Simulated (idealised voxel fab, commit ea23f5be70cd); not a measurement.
process module | voxel transistor to metal
cross-section cut | 205 nm wide | cells 5 nm
A cross-section is a grid of square cells, given in bands from the top down. A band is one or more rows of cells.
Each band's line starts with the height of the band's top and of its bottom, in nm. Then come its materials from left to right, each with its width in nm. One material with "throughout" fills the band from edge to edge. "air" is empty space.
Height 0 is the level under which the wafer as received is all one material. The lowest band goes on downwards, as in "0 down".
A width such as "30 to 40" changes by the same amount from each row of cells to the next, from the band's top row to its bottom row.
"no change" after a step means that no cell of the cross-section changed.
closed voids: empty space of 8 cells or more with no open way to the top, each as width x height at its distance from the left edge, in nm
after a step's settings: what the simulator itself notes on the step
overlay nm, on a step with a mask: how far to the right of its planned place the mask lay; to the left if negative
plan
1 op RECEIVE | material Si
2 op OXIDIZE | depth nm 5
3 op CONFORMAL_DEP | material SiN | thk nm 15
4 op PATTERN | tone cover | mask id ACTIVE | material resist | width nm 100 | thk nm 15 | overlay nm 0
5 op DIRECTIONAL_ETCH | etch materials SiN | depth nm 15
6 op DIRECTIONAL_ETCH | etch materials SiO2 | depth nm 5
7 op DIRECTIONAL_ETCH | etch materials Si | depth nm 30
8 op STRIP | etch materials resist
9 op OXIDIZE | depth nm 5
10 op FILL_DEP | material SiO2 | thk nm 10
11 op CMP | height nm 15
12 op SELECTIVE_ETCH | etch materials SiO2 | depth nm 5
13 op STRIP | etch materials SiN
14 op SELECTIVE_ETCH | etch materials SiO2 | depth nm 5
15 op OXIDIZE | depth nm 5
16 op DIRECTIONAL_DEP | material polySi | thk nm 30
17 op DIRECTIONAL_DEP | material SiCN | thk nm 15
18 op MASKED_ETCH | tone cover | mask id GATE | width nm 20 | etch materials SiCN | depth nm 25 | overlay nm 0
19 op MASKED_ETCH | tone cover | mask id GATE | width nm 20 | etch materials polySi | depth nm 40 | overlay nm 0
20 op CONFORMAL_DEP | material SiN | thk nm 10
21 op DIRECTIONAL_ETCH | etch materials SiN | depth nm 10
22 op DIRECTIONAL_ETCH | etch materials SiO2 | depth nm 5
23 op DIRECTIONAL_ETCH | etch materials Si | depth nm 10
24 op EPI | material SiGe | thk nm 15
25 op FILL_DEP | material SiO2 | thk nm 10
26 op CMP | height nm 40
27 op DIRECTIONAL_DEP | material SiO2 | thk nm 10
28 op PATTERN | tone open | mask id CONTACT | material resist | width nm 20 | pitch nm 70 | thk nm 15 | overlay nm 0
29 op DIRECTIONAL_ETCH | etch materials SiO2 | depth nm 55
30 op STRIP | etch materials resist
31 op CONFORMAL_DEP | material TiN | thk nm 5
32 op FILL_DEP | material W | thk nm 10
33 op CMP | height nm 50
34 op DIRECTIONAL_DEP | material TiN | thk nm 5
35 op DIRECTIONAL_DEP | material Ru | thk nm 25
36 op MASKED_ETCH | tone cover | mask id METAL_1 | width nm 20 | pitch nm 70 | etch materials Ru | depth nm 25 | overlay nm 0
37 op MASKED_ETCH | tone cover | mask id METAL_1 | width nm 20 | pitch nm 70 | etch materials TiN | depth nm 5 | overlay nm 0
38 op FILL_DEP | material SiO2 | thk nm 5
39 op CMP | height nm 80
40 op CONFORMAL_DEP | material SiN | thk nm 5
as received, after step 1
  0 down: Si throughout
  closed voids: none
first wafer at the end, as planned
  85 to 80: SiN throughout
  80 to 55: SiO2 55 | Ru 20 | SiO2 50 | Ru 20 | SiO2 60
  55 to 50: SiO2 55 | TiN 20 | SiO2 50 | TiN 20 | SiO2 60
  50 to 40: SiO2 55 | TiN 5 | W 10 | TiN 5 | SiO2 50 | TiN 5 | W 10 | TiN 5 | SiO2 60
  40 to 25: SiO2 55 | TiN 5 | W 10 | TiN 5 | SiO2 5 | SiN 10 | SiCN 20 | SiN 10 | SiO2 5 | TiN 5 | W 10 | TiN 5 | SiO2 60
  25 to 10: SiO2 55 | TiN 5 | W 10 | TiN 5 | SiO2 5 | SiN 10 | polySi 20 | SiN 10 | SiO2 5 | TiN 5 | W 10 | TiN 5 | SiO2 60
  10 to 5: SiO2 55 | TiN 20 | SiO2 5 | SiN 10 | polySi 20 | SiN 10 | SiO2 5 | TiN 20 | SiO2 60
  5 to -5: SiO2 45 | SiN 10 | TiN 10 | SiGe 15 | SiN 10 | polySi 20 | SiN 10 | SiGe 15 | TiN 10 | SiN 10 | SiO2 50
  -5 to -10: SiO2 55 | SiGe 25 | SiO2 40 | SiGe 25 | SiO2 60
  -10 to -20: SiO2 55 | SiGe 25 | Si 40 | SiGe 25 | SiO2 60
  -20 to -40: SiO2 55 | Si 90 | SiO2 60
  -40 down: Si throughout
  closed voids: none
second wafer at the end: like start, like plan, one mistake
  85 to 80: SiN throughout
  80 to 55: SiO2 55 | Ru 20 | SiO2 50 | Ru 20 | SiO2 60
  55 to 50: SiO2 55 | TiN 20 | SiO2 50 | TiN 20 | SiO2 60
  50 to 40: SiO2 60 | TiN 5 | W 5 | TiN 5 | SiO2 55 | TiN 5 | W 5 | TiN 5 | SiO2 60
  40 to 25: SiO2 60 | TiN 5 | W 5 | TiN 5 | SiO2 5 | SiN 10 | SiCN 20 | SiN 10 | SiO2 10 | TiN 5 | W 5 | TiN 5 | SiO2 60
  25 to 10: SiO2 60 | TiN 5 | W 5 | TiN 5 | SiO2 5 | SiN 10 | polySi 20 | SiN 10 | SiO2 10 | TiN 5 | W 5 | TiN 5 | SiO2 60
  10 to 5: SiO2 60 | TiN 15 | SiO2 5 | SiN 10 | polySi 20 | SiN 10 | SiO2 10 | TiN 15 | SiO2 60
  5 to -5: SiO2 45 | SiN 10 | SiO2 5 | TiN 5 | SiGe 15 | SiN 10 | polySi 20 | SiN 10 | SiGe 15 | TiN 10 | SiN 10 | SiO2 50
  -5 to -10: SiO2 55 | SiGe 25 | SiO2 40 | SiGe 25 | SiO2 60
  -10 to -20: SiO2 55 | SiGe 25 | Si 40 | SiGe 25 | SiO2 60
  -20 to -40: SiO2 55 | Si 90 | SiO2 60
  -40 down: Si throughout
  closed voids: none
what went wrong: step 28 ran as: op PATTERN | tone open | mask id CONTACT | material resist | width nm 15 | pitch nm 70 | thk nm 15 | overlay nm 0
at the end the second wafer has, in cells: 20 more of SiO2 | 4 fewer of TiN | 16 fewer of W
